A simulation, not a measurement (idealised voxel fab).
process module | voxel released beams
cross-section cut | 215 nm wide | cells 5 nm
A cross-section is a grid of square cells, given in bands from the top down. A band is one or more rows of cells.
Each band's line starts with the height of the band's top and of its bottom, in nm. Then come its materials from left to right, each with its width in nm. One material with "throughout" fills the band from edge to edge. "air" is empty space.
Height 0 is the level under which the wafer as received is all one material. The lowest band goes on downwards, as in "0 down".
A width such as "30 to 40" changes by the same amount from each row of cells to the next, from the band's top row to its bottom row.
"no change" after a step means that no cell of the cross-section changed.
closed voids: empty space of 8 cells or more with no open way to the top, each as width x height at its distance from the left edge, in nm
after a step's settings: what the simulator itself notes on the step
overlay nm, on a step with a mask: how far to the right of its planned place the mask lay; to the left if negative
plan
1 op RECEIVE | material Si
2 op CONFORMAL_DEP | material Al2O3 | thk nm 5
3 op DIRECTIONAL_DEP | material SiO2 | thk nm 10
4 op PATTERN | tone open | mask id ANCHOR | material resist | width nm 35 | thk nm 20 | overlay nm 0
5 op DIRECTIONAL_ETCH | etch materials SiO2 | depth nm 10
6 op STRIP | etch materials resist
7 op CONFORMAL_DEP | material W | thk nm 15
8 op MASKED_ETCH | tone cover | mask id BEAM | width nm 130 | etch materials W | depth nm 15 | overlay nm 0
9 op STRIP | etch materials SiO2
varied across the wafers: width nm of step 4. The plan shows the first wafer's value. All wafers start alike
first wafer as received, after step 1
  0 down: Si throughout
  closed voids: none
first wafer at the end, after step 9
  30 to 20: air 40 | W 25 | air 5 | W 100 | air 45
  20 to 15: air 40 | W 130 | air 45
  15 to 5: air 50 | W 35 | air 130
  5 to 0: Al2O3 throughout
  0 down: Si throughout
  closed voids: none
last wafer at the end
  30 to 20: air 40 | W 15 | air 30 | W 85 | air 45
  20 to 15: air 40 | W 130 | air 45
  15 to 5: air 40 | W 60 | air 115
  5 to 0: Al2O3 throughout
  0 down: Si throughout
  closed voids: none
each wafer at the end: cells of each material gained (+) or lost (-) since it was received, then its closed voids
width nm 35 | +43 Al2O3 | +90 W | closed voids: none
width nm 40 | +43 Al2O3 | +90 W | closed voids: none
width nm 45 | +43 Al2O3 | +90 W | closed voids: none
width nm 50 | +43 Al2O3 | +90 W | closed voids: none
width nm 55 | +43 Al2O3 | +90 W | closed voids: none
width nm 60 | +43 Al2O3 | +90 W | closed voids: none
